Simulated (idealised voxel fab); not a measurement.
Process module, titled voxel trench capacitor
The cross-section on display is named cut; it measures 240 nm wide, and its cells are 5 nm squares.
Bands, listed from the top down, are how a cross-section gets written in this document; the cross-section itself is a grid of square cells, and a band is one or more rows of them. Within each band entry, the heights of the top and of the bottom of the band appear first, in that order and in nm; the materials of the band then follow from left to right, each with its corresponding width in nm. The designation "full width" on a single material indicates that it fills the band from edge to edge; the designation "air" indicates empty space. All heights in this document are referenced to 0, defined as the level beneath which the wafer, as received, consists entirely of one material. The lowest band is not bounded below; it extends indefinitely downward and is written in the form "0 -> down". Quick explanation for "30..40": the width changes in equal steps down the rows of cells, from the first number in the band's top row to the second number in its bottom row. Where a step carries "remains unaltered", the cross-section came out of it unchanged, cell for cell. For the entry "Sealed internal voids", the listed items are empty spaces with no open way to the top whose size is 8 cells or more; each item follows the pattern width x height at distance, where distance is from the left edge and all three are in nm. Past the settings on a step's line: simulator remark, on that step. "overlay nm" denotes, for a step that has a mask, the displacement of the mask to the right of its planned place, with negative values corresponding to the left.
THIS SECTION LISTS THE PROCESS STEPS THAT WERE PLANNED
- 1: RECEIVE with material Si
- 2: CONFORMAL_DEP with material SiN, thk nm 5
- 3: PATTERN with tone open, mask id TRENCH, material resist, width nm 25, pitch nm 40, thk nm 15, overlay nm 0
- 4: DIRECTIONAL_ETCH with etch materials SiN, depth nm 5
- 5: DIRECTIONAL_ETCH with etch materials Si, depth nm 40
- 6: STRIP with etch materials resist
- 7: CONFORMAL_DEP with material Al2O3, thk nm 5
- 8: CONFORMAL_DEP with material TiN, thk nm 5
- 9: FILL_DEP with material W, thk nm 5
- 10: CMP with height nm 5
SO, THE FIRST OF OUR TWO WAFERS, RUN JUST AS WE PLANNED IT
CROSS-SECTION, INCOMING MATERIAL, AFTER STEP 1
- 0 -> down: Si full width
- Sealed internal voids: none
THE WAFER, SEEN IN CROSS-SECTION, AFTER STEP 2
- 5 -> 0: SiN full width
- All layers under 0 are left as they were.
THE WAFER, SEEN IN CROSS-SECTION, AFTER STEP 3
- 20 -> 5: 45 of resist; 25 of air; 15 of resist; 25 of air; 15 of resist; 25 of air; 15 of resist; 25 of air; 50 of resist
- All layers under 5 are left as they were.
THE WAFER, SEEN IN CROSS-SECTION, AFTER STEP 4
- 20 -> 5: 45 of resist; 25 of air; 15 of resist; 25 of air; 15 of resist; 25 of air; 15 of resist; 25 of air; 50 of resist
- 5 -> 0: 45 of SiN; 25 of air; 15 of SiN; 25 of air; 15 of SiN; 25 of air; 15 of SiN; 25 of air; 50 of SiN
- All layers under 0 are left as they were.
THE WAFER, SEEN IN CROSS-SECTION, AFTER STEP 5
- 20 -> 5: 45 of resist; 25 of air; 15 of resist; 25 of air; 15 of resist; 25 of air; 15 of resist; 25 of air; 50 of resist
- 5 -> 0: 45 of SiN; 25 of air; 15 of SiN; 25 of air; 15 of SiN; 25 of air; 15 of SiN; 25 of air; 50 of SiN
- 0 -> -40: 45 of Si; 25 of air; 15 of Si; 25 of air; 15 of Si; 25 of air; 15 of Si; 25 of air; 50 of Si
- All layers under -40 are left as they were.
THE WAFER, SEEN IN CROSS-SECTION, AFTER STEP 6
- 5 -> 0: 45 of SiN; 25 of air; 15 of SiN; 25 of air; 15 of SiN; 25 of air; 15 of SiN; 25 of air; 50 of SiN
- All layers under 0 are left as they were.
THE WAFER, SEEN IN CROSS-SECTION, AFTER STEP 7
- 10 -> 5: 50 of Al2O3; 15 of air; 25 of Al2O3; 15 of air; 25 of Al2O3; 15 of air; 25 of Al2O3; 15 of air; 55 of Al2O3
- 5 -> 0: 45 of SiN; 5 of Al2O3; 15 of air; 5 of Al2O3; 15 of SiN; 5 of Al2O3; 15 of air; 5 of Al2O3; 15 of SiN; 5 of Al2O3; 15 of air; 5 of Al2O3; 15 of SiN; 5 of Al2O3; 15 of air; 5 of Al2O3; 50 of SiN
- 0 -> -35: 45 of Si; 5 of Al2O3; 15 of air; 5 of Al2O3; 15 of Si; 5 of Al2O3; 15 of air; 5 of Al2O3; 15 of Si; 5 of Al2O3; 15 of air; 5 of Al2O3; 15 of Si; 5 of Al2O3; 15 of air; 5 of Al2O3; 50 of Si
- -35 -> -40: 45 of Si; 25 of Al2O3; 15 of Si; 25 of Al2O3; 15 of Si; 25 of Al2O3; 15 of Si; 25 of Al2O3; 50 of Si
- All layers under -40 are left as they were.
THE WAFER, SEEN IN CROSS-SECTION, AFTER STEP 8
- 15 -> 10: 55 of TiN; 5 of air; 35 of TiN; 5 of air; 35 of TiN; 5 of air; 35 of TiN; 5 of air; 60 of TiN
- 10 -> 5: 50 of Al2O3; 5 of TiN; 5 of air; 5 of TiN; 25 of Al2O3; 5 of TiN; 5 of air; 5 of TiN; 25 of Al2O3; 5 of TiN; 5 of air; 5 of TiN; 25 of Al2O3; 5 of TiN; 5 of air; 5 of TiN; 55 of Al2O3
- 5 -> 0: 45 of SiN; 5 of Al2O3; 5 of TiN; 5 of air; 5 of TiN; 5 of Al2O3; 15 of SiN; 5 of Al2O3; 5 of TiN; 5 of air; 5 of TiN; 5 of Al2O3; 15 of SiN; 5 of Al2O3; 5 of TiN; 5 of air; 5 of TiN; 5 of Al2O3; 15 of SiN; 5 of Al2O3; 5 of TiN; 5 of air; 5 of TiN; 5 of Al2O3; 50 of SiN
- 0 -> -30: 45 of Si; 5 of Al2O3; 5 of TiN; 5 of air; 5 of TiN; 5 of Al2O3; 15 of Si; 5 of Al2O3; 5 of TiN; 5 of air; 5 of TiN; 5 of Al2O3; 15 of Si; 5 of Al2O3; 5 of TiN; 5 of air; 5 of TiN; 5 of Al2O3; 15 of Si; 5 of Al2O3; 5 of TiN; 5 of air; 5 of TiN; 5 of Al2O3; 50 of Si
- -30 -> -35: 45 of Si; 5 of Al2O3; 15 of TiN; 5 of Al2O3; 15 of Si; 5 of Al2O3; 15 of TiN; 5 of Al2O3; 15 of Si; 5 of Al2O3; 15 of TiN; 5 of Al2O3; 15 of Si; 5 of Al2O3; 15 of TiN; 5 of Al2O3; 50 of Si
- All layers under -35 are left as they were.
THE WAFER, SEEN IN CROSS-SECTION, AFTER STEP 9
- 20 -> 15: W full width
- 15 -> 10: 55 of TiN; 5 of W; 35 of TiN; 5 of W; 35 of TiN; 5 of W; 35 of TiN; 5 of W; 60 of TiN
- 10 -> 5: 50 of Al2O3; 5 of TiN; 5 of W; 5 of TiN; 25 of Al2O3; 5 of TiN; 5 of W; 5 of TiN; 25 of Al2O3; 5 of TiN; 5 of W; 5 of TiN; 25 of Al2O3; 5 of TiN; 5 of W; 5 of TiN; 55 of Al2O3
- 5 -> 0: 45 of SiN; 5 of Al2O3; 5 of TiN; 5 of W; 5 of TiN; 5 of Al2O3; 15 of SiN; 5 of Al2O3; 5 of TiN; 5 of W; 5 of TiN; 5 of Al2O3; 15 of SiN; 5 of Al2O3; 5 of TiN; 5 of W; 5 of TiN; 5 of Al2O3; 15 of SiN; 5 of Al2O3; 5 of TiN; 5 of W; 5 of TiN; 5 of Al2O3; 50 of SiN
- 0 -> -30: 45 of Si; 5 of Al2O3; 5 of TiN; 5 of W; 5 of TiN; 5 of Al2O3; 15 of Si; 5 of Al2O3; 5 of TiN; 5 of W; 5 of TiN; 5 of Al2O3; 15 of Si; 5 of Al2O3; 5 of TiN; 5 of W; 5 of TiN; 5 of Al2O3; 15 of Si; 5 of Al2O3; 5 of TiN; 5 of W; 5 of TiN; 5 of Al2O3; 50 of Si
- All layers under -30 are left as they were.
THE WAFER, SEEN IN CROSS-SECTION, AFTER STEP 10
- 5 -> 0: 45 of SiN; 5 of Al2O3; 5 of TiN; 5 of W; 5 of TiN; 5 of Al2O3; 15 of SiN; 5 of Al2O3; 5 of TiN; 5 of W; 5 of TiN; 5 of Al2O3; 15 of SiN; 5 of Al2O3; 5 of TiN; 5 of W; 5 of TiN; 5 of Al2O3; 15 of SiN; 5 of Al2O3; 5 of TiN; 5 of W; 5 of TiN; 5 of Al2O3; 50 of SiN
- All layers under 0 are left as they were.
THE SECOND WAFER BEGAN EXACTLY AS THE FIRST DID AND FOLLOWED THE SAME PLAN, BUT ONE MISTAKE WAS MADE WHILE RUNNING IT; THROUGH STEP 2 INCLUSIVE, THE TWO WAFERS ARE IDENTICAL
CROSS-SECTION OF THE SECOND WAFER CORRESPONDING TO THE PLANNED CONCLUSION OF STEP 3
- 20 -> 5: 50 of resist; 15 of air; 25 of resist; 15 of air; 25 of resist; 15 of air; 25 of resist; 15 of air; 55 of resist
- All layers under 5 are left as they were.
CROSS-SECTION OF THE SECOND WAFER CORRESPONDING TO THE PLANNED CONCLUSION OF STEP 4
- 20 -> 5: 50 of resist; 15 of air; 25 of resist; 15 of air; 25 of resist; 15 of air; 25 of resist; 15 of air; 55 of resist
- 5 -> 0: 50 of SiN; 15 of air; 25 of SiN; 15 of air; 25 of SiN; 15 of air; 25 of SiN; 15 of air; 55 of SiN
- All layers under 0 are left as they were.
CROSS-SECTION OF THE SECOND WAFER CORRESPONDING TO THE PLANNED CONCLUSION OF STEP 5
- 20 -> 5: 50 of resist; 15 of air; 25 of resist; 15 of air; 25 of resist; 15 of air; 25 of resist; 15 of air; 55 of resist
- 5 -> 0: 50 of SiN; 15 of air; 25 of SiN; 15 of air; 25 of SiN; 15 of air; 25 of SiN; 15 of air; 55 of SiN
- 0 -> -40: 50 of Si; 15 of air; 25 of Si; 15 of air; 25 of Si; 15 of air; 25 of Si; 15 of air; 55 of Si
- All layers under -40 are left as they were.
CROSS-SECTION OF THE SECOND WAFER CORRESPONDING TO THE PLANNED CONCLUSION OF STEP 6
- 5 -> 0: 50 of SiN; 15 of air; 25 of SiN; 15 of air; 25 of SiN; 15 of air; 25 of SiN; 15 of air; 55 of SiN
- All layers under 0 are left as they were.
CROSS-SECTION OF THE SECOND WAFER CORRESPONDING TO THE PLANNED CONCLUSION OF STEP 7
- 10 -> 5: 55 of Al2O3; 5 of air; 35 of Al2O3; 5 of air; 35 of Al2O3; 5 of air; 35 of Al2O3; 5 of air; 60 of Al2O3
- 5 -> 0: 50 of SiN; 5 of Al2O3; 5 of air; 5 of Al2O3; 25 of SiN; 5 of Al2O3; 5 of air; 5 of Al2O3; 25 of SiN; 5 of Al2O3; 5 of air; 5 of Al2O3; 25 of SiN; 5 of Al2O3; 5 of air; 5 of Al2O3; 55 of SiN
- 0 -> -35: 50 of Si; 5 of Al2O3; 5 of air; 5 of Al2O3; 25 of Si; 5 of Al2O3; 5 of air; 5 of Al2O3; 25 of Si; 5 of Al2O3; 5 of air; 5 of Al2O3; 25 of Si; 5 of Al2O3; 5 of air; 5 of Al2O3; 55 of Si
- -35 -> -40: 50 of Si; 15 of Al2O3; 25 of Si; 15 of Al2O3; 25 of Si; 15 of Al2O3; 25 of Si; 15 of Al2O3; 55 of Si
- All layers under -40 are left as they were.
CROSS-SECTION OF THE SECOND WAFER CORRESPONDING TO THE PLANNED CONCLUSION OF STEP 8
- 15 -> 10: TiN full width
- 10 -> 5: 55 of Al2O3; 5 of TiN; 35 of Al2O3; 5 of TiN; 35 of Al2O3; 5 of TiN; 35 of Al2O3; 5 of TiN; 60 of Al2O3
- 5 -> 0: 50 of SiN; 5 of Al2O3; 5 of TiN; 5 of Al2O3; 25 of SiN; 5 of Al2O3; 5 of TiN; 5 of Al2O3; 25 of SiN; 5 of Al2O3; 5 of TiN; 5 of Al2O3; 25 of SiN; 5 of Al2O3; 5 of TiN; 5 of Al2O3; 55 of SiN
- 0 -> -35: 50 of Si; 5 of Al2O3; 5 of TiN; 5 of Al2O3; 25 of Si; 5 of Al2O3; 5 of TiN; 5 of Al2O3; 25 of Si; 5 of Al2O3; 5 of TiN; 5 of Al2O3; 25 of Si; 5 of Al2O3; 5 of TiN; 5 of Al2O3; 55 of Si
- All layers under -35 are left as they were.
CROSS-SECTION OF THE SECOND WAFER CORRESPONDING TO THE PLANNED CONCLUSION OF STEP 9
- 20 -> 15: W full width
- All layers under 15 are left as they were.
CROSS-SECTION OF THE SECOND WAFER CORRESPONDING TO THE PLANNED CONCLUSION OF STEP 10
- 5 -> 0: 50 of SiN; 5 of Al2O3; 5 of TiN; 5 of Al2O3; 25 of SiN; 5 of Al2O3; 5 of TiN; 5 of Al2O3; 25 of SiN; 5 of Al2O3; 5 of TiN; 5 of Al2O3; 25 of SiN; 5 of Al2O3; 5 of TiN; 5 of Al2O3; 55 of SiN
- All layers under 0 are left as they were.
what went wrong: step 3 changed vs plan, executed as PATTERN with tone open, mask id TRENCH, material resist, width nm 15, pitch nm 40, thk nm 15, overlay nm 0
Cell-count delta at end, second wafer over first, by material: Al2O3 -8; Si +64; SiN +8; TiN -36; W -28
